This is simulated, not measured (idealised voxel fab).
Process module, titled voxel gate over fins
Pictured: cross-section cut, 180 nm wide, on a grid of 5 nm square cells.
Cross-section spec: square-cell grid; bands listed top down; each band is one or more rows. Basically the band line says how high the top is and how high the bottom is, in nm, and then what's in it from left to right, every material with its width in nm. Empty space shows up as "empty", and if a single material carries "edge to edge" it runs the full band edge to edge. Measure heights from 0. That's the level where, below it, the as-received wafer is all one material. The lowest band is bottomless and extends downward; write it as in "z 0 and below". With a width like "30 to 40", each row of cells in the band differs from the next by the same amount, the top row carrying the first number and the bottom row the second. Where a step carries "remained unchanged", the cross-section came out of it unchanged, cell for cell. Any empty space of 8 cells or more lacking an open way to the top shows up in "Sealed cavities" as width x height at distance, distance from the left edge, in nm. Note: text after step settings on the step line = simulator remark on that step. overlay nm: for a step with a mask, the amount by which the mask lay right of where it was planned; a negative amount means left of it.

## This section lists the process steps that were planned
| 1 | RECEIVE with material Si |
| 2 | CONFORMAL_DEP with material SiN, thk nm 5 |
| 3 | DIRECTIONAL_DEP with material aC, thk nm 15 |
| 4 | PATTERN with tone cover, mask id FINS, material resist, width nm 15, pitch nm 40, thk nm 35, overlay nm 0 |
| 5 | DIRECTIONAL_ETCH with etch materials aC, depth nm 15 |
| 6 | STRIP with etch materials resist |
| 7 | DIRECTIONAL_ETCH with etch materials SiN, depth nm 5 |
| 8 | DIRECTIONAL_ETCH with etch materials Si, depth nm 20 |
| 9 | STRIP with etch materials aC |
| 10 | FILL_DEP with material SiO2, thk nm 10 |
| 11 | CMP with height nm 5 |
| 12 | SELECTIVE_ETCH with etch materials SiO2, depth nm 15 |
| 13 | STRIP with etch materials SiN |
| 14 | CONFORMAL_DEP with material HfO2, thk nm 5 |
| 15 | CONFORMAL_DEP with material TiN, thk nm 5 |
| 16 | FILL_DEP with material W, thk nm 10 |
| 17 | CMP with height nm 15 |
| 18 | CONFORMAL_DEP with material SiCN, thk nm 5 |
Split variable: depth nm, step 8. Plan value = first wafer. Wafers start alike.

## Sectional view: first of several wafers, as received, after step 1
  z 0 and below | Si edge to edge
  Sealed cavities: none

## Wafer rows, end of module: cells per material gained (+) or lost (-) since receipt; closed voids last
depth nm 20, +52 HfO2, -96 Si, +36 SiCN, +48 SiO2, +52 TiN, +52 W, Sealed cavities: none
depth nm 25, +52 HfO2, -120 Si, +36 SiCN, +72 SiO2, +52 TiN, +52 W, Sealed cavities: none
depth nm 30, +52 HfO2, -144 Si, +36 SiCN, +96 SiO2, +52 TiN, +52 W, Sealed cavities: none
depth nm 35, +52 HfO2, -168 Si, +36 SiCN, +120 SiO2, +52 TiN, +52 W, Sealed cavities: none
depth nm 40, +52 HfO2, -192 Si, +36 SiCN, +144 SiO2, +52 TiN, +52 W, Sealed cavities: none
depth nm 45, +52 HfO2, -216 Si, +36 SiCN, +168 SiO2, +52 TiN, +52 W, Sealed cavities: none
